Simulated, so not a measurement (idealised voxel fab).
Proc. module: voxel wiring stack
Xsec cut, 140 nm wide, square cell size 5 nm.
Throughout this document, each cross-section is represented as a grid of square cells and is presented as a sequence of bands enumerated from the top downward, where a band comprises one or more rows of cells. In this notation a band is specified by the heights of its top and bottom, in that order and in nm, after which its materials appear from left to right, each paired with its width in nm. The word "everywhere" attached to a single material means that material fills the band from edge to edge; the word "blank" stands for empty space. Counting heights begins at 0, where everything beneath is, in the wafer as received, one material. The lowest band has no bottom; it goes on downwards, as "0 -> down" shows. The notation "30 to 40" denotes a width that varies across the rows of cells in the band, beginning at the first number in the top row, finishing at the second number in the bottom row, and changing by an identical amount from each row to the next. "remained unchanged" (step): cross-section cells unchanged, all of them. Empty spaces counting at least 8 cells and having no open way to the top are listed in "Closed internal cavities". The notation width x height at distance is used for each, the distance being from the left edge and all three values in nm. That trailing text on a step's line, after the settings, is the simulator's own remark on the step. Among the settings permitted on a step's line is "overlay nm"; applied to a step with a mask, it specifies the extent to which the mask lay to the right of its planned position, whereas a negative figure signifies a position to the left.
# Steps in the process plan
1. RECEIVE [material Si]
2. CONFORMAL_DEP [material SiO2] [thk nm 10]
3. CONFORMAL_DEP [material SiN] [thk nm 5]
4. DIRECTIONAL_DEP [material lowk] [thk nm 15]
5. PATTERN [tone open] [mask id METAL_1] [material resist] [width nm 30] [pitch nm 50] [thk nm 20] [overlay nm 0]
6. DIRECTIONAL_ETCH [etch materials lowk] [depth nm 15]
7. DIRECTIONAL_ETCH [etch materials SiN] [depth nm 5]
8. STRIP [etch materials resist]
9. CONFORMAL_DEP [material TiN] [thk nm 5]
10. FILL_DEP [material Cu] [thk nm 5]
11. CMP [height nm 30]
12. CONFORMAL_DEP [material SiCN] [thk nm 5]
13. DIRECTIONAL_DEP [material SiO2] [thk nm 30]
14. MASKED_ETCH [tone open] [mask id METAL_2_HOLES] [width nm 15] [pitch nm 50] [etch materials SiO2] [depth nm 30] [overlay nm 0]
15. DIRECTIONAL_DEP [material aC] [thk nm 15]
16. PATTERN [tone open] [mask id METAL_2] [material resist] [width nm 30] [pitch nm 50] [thk nm 30] [overlay nm 0]
17. DIRECTIONAL_ETCH [etch materials aC] [depth nm 15]
18. STRIP [etch materials resist]
19. DIRECTIONAL_ETCH [etch materials SiO2] [depth nm 15]
20. DIRECTIONAL_ETCH [etch materials SiCN] [depth nm 5]
21. STRIP [etch materials aC]
22. CONFORMAL_DEP [material TiN] [thk nm 5]
23. FILL_DEP [material Cu] [thk nm 5]
24. CMP [height nm 65]
25. CONFORMAL_DEP [material SiCN] [thk nm 5]
26. DIRECTIONAL_DEP [material lowk] [thk nm 10]
27. PATTERN [tone open] [mask id PLUG_2] [material resist] [width nm 15] [pitch nm 50] [thk nm 15] [overlay nm 0]
28. DIRECTIONAL_ETCH [etch materials lowk] [depth nm 10]
29. DIRECTIONAL_ETCH [etch materials SiCN] [depth nm 5]
30. STRIP [etch materials resist]
31. EPI [material Ru] [thk nm 10]
32. EPI [material Ru] [thk nm 5]
33. CONFORMAL_DEP [material SiCN] [thk nm 5]
34. DIRECTIONAL_DEP [material lowk] [thk nm 15]
35. PATTERN [tone open] [mask id METAL_3] [material resist] [width nm 30] [pitch nm 50] [thk nm 20] [overlay nm 0]
36. DIRECTIONAL_ETCH [etch materials lowk] [depth nm 15]
37. DIRECTIONAL_ETCH [etch materials SiCN] [depth nm 5]
38. STRIP [etch materials resist]
39. CONFORMAL_DEP [material TiN] [thk nm 5]
40. FILL_DEP [material Ru] [thk nm 5]
41. CMP [height nm 100]
42. EPI [material Ru] [thk nm 5]
43. FILL_DEP [material SiCN] [thk nm 5]
44. DIRECTIONAL_DEP [material lowk] [thk nm 30]
45. PATTERN [tone open] [mask id METAL_4_HOLES] [material resist] [width nm 15] [thk nm 20] [overlay nm 0]
46. DIRECTIONAL_ETCH [etch materials lowk] [depth nm 30]
47. STRIP [etch materials resist]
48. PATTERN [tone open] [mask id METAL_4] [material resist] [width nm 30] [pitch nm 50] [thk nm 15] [overlay nm 0]
49. DIRECTIONAL_ETCH [etch materials lowk] [depth nm 15]
50. DIRECTIONAL_ETCH [etch materials SiCN] [depth nm 5]
51. STRIP [etch materials resist]
52. CONFORMAL_DEP [material TiN] [thk nm 5]
53. FILL_DEP [material Cu] [thk nm 10]
54. CMP [height nm 140]
55. CONFORMAL_DEP [material SiN] [thk nm 5]
# Wafer as received: cross-section following step 1
* 0 -> down: Si everywhere
* Closed internal cavities: none
# The first of the two wafers as seen in cross-section once the module was finished; processing followed the plan
* 145 -> 140: SiN everywhere
* 140 -> 130: lowk 30, TiN 5, Cu 20, TiN 5, lowk 20, TiN 5, Cu 20, TiN 5, lowk 30
* 130 -> 125: lowk 30, TiN 5, Cu 5, TiN 20, lowk 20, TiN 30, lowk 30
* 125 -> 110: lowk 30, TiN 5, Cu 5, TiN 5, lowk 95
* 110 -> 105: SiCN 30, TiN 15, SiCN 95
* 105 -> 100: SiCN 25, Ru 40, SiCN 10, Ru 40, SiCN 25
* 100 -> 85: lowk 30, TiN 5, Ru 20, TiN 5, lowk 20, TiN 5, Ru 20, TiN 5, lowk 30
* 85 -> 80: SiCN 30, TiN 30, SiCN 20, TiN 30, SiCN 30
* 80 -> 70: lowk 30, Ru 15, lowk 35, Ru 15, lowk 45
* 70 -> 65: SiCN 30, Ru 15, SiCN 35, Ru 15, SiCN 45
* 65 -> 55: SiO2 30, TiN 5, Cu 20, TiN 5, SiO2 20, TiN 5, Cu 20, TiN 5, SiO2 30
* 55 -> 50: SiO2 30, TiN 5, Cu 5, TiN 20, SiO2 20, TiN 5, Cu 5, TiN 20, SiO2 30
* 50 -> 35: SiO2 30, TiN 5, Cu 5, TiN 5, SiO2 35, TiN 5, Cu 5, TiN 5, SiO2 45
* 35 -> 30: SiCN 30, TiN 15, SiCN 35, TiN 15, SiCN 45
* 30 -> 15: lowk 30, TiN 5, Cu 20, TiN 5, lowk 20, TiN 5, Cu 20, TiN 5, lowk 30
* 15 -> 10: SiN 30, TiN 30, SiN 20, TiN 30, SiN 30
* 10 -> 0: SiO2 everywhere
* 0 -> down: Si everywhere
* Closed internal cavities: none
# Second wafer cross-section at end of module - shared start and plan with the first, one mistake in the run
* 145 -> 140: SiN everywhere
* 140 -> 130: lowk 30, TiN 5, Cu 20, TiN 5, lowk 20, TiN 5, Cu 20, TiN 5, lowk 30
* 130 -> 125: lowk 30, TiN 5, Cu 5, TiN 20, lowk 20, TiN 30, lowk 30
* 125 -> 110: lowk 30, TiN 5, Cu 5, TiN 5, lowk 95
* 110 -> 105: SiCN 30, TiN 15, SiCN 95
* 105 -> 100: SiCN 25, Ru 40, SiCN 10, Ru 40, SiCN 25
* 100 -> 85: lowk 30, TiN 5, Ru 20, TiN 5, lowk 20, TiN 5, Ru 20, TiN 5, lowk 30
* 85 -> 80: SiCN 30, TiN 30, SiCN 20, TiN 30, SiCN 30
* 80 -> 70: lowk 30, Ru 15, lowk 35, Ru 15, lowk 45
* 70 -> 65: SiCN 30, Ru 15, SiCN 35, Ru 15, SiCN 45
* 65 -> 35: SiO2 30, TiN 5, Cu 20, TiN 5, SiO2 20, TiN 5, Cu 20, TiN 5, SiO2 30
* 35 -> 30: SiCN 30, TiN 30, SiCN 20, TiN 30, SiCN 30
* 30 -> 15: lowk 30, TiN 5, Cu 20, TiN 5, lowk 20, TiN 5, Cu 20, TiN 5, lowk 30
* 15 -> 10: SiN 30, TiN 30, SiN 20, TiN 30, SiN 30
* 10 -> 0: SiO2 everywhere
* 0 -> down: Si everywhere
* Closed internal cavities: none
Which mistake was made when the wafer was run? step 19 of the plan saw execution twice
The final cell counts differ between the wafers, with the second having more or fewer of some materials than the first: Cu +24, SiCN -6, SiO2 -18
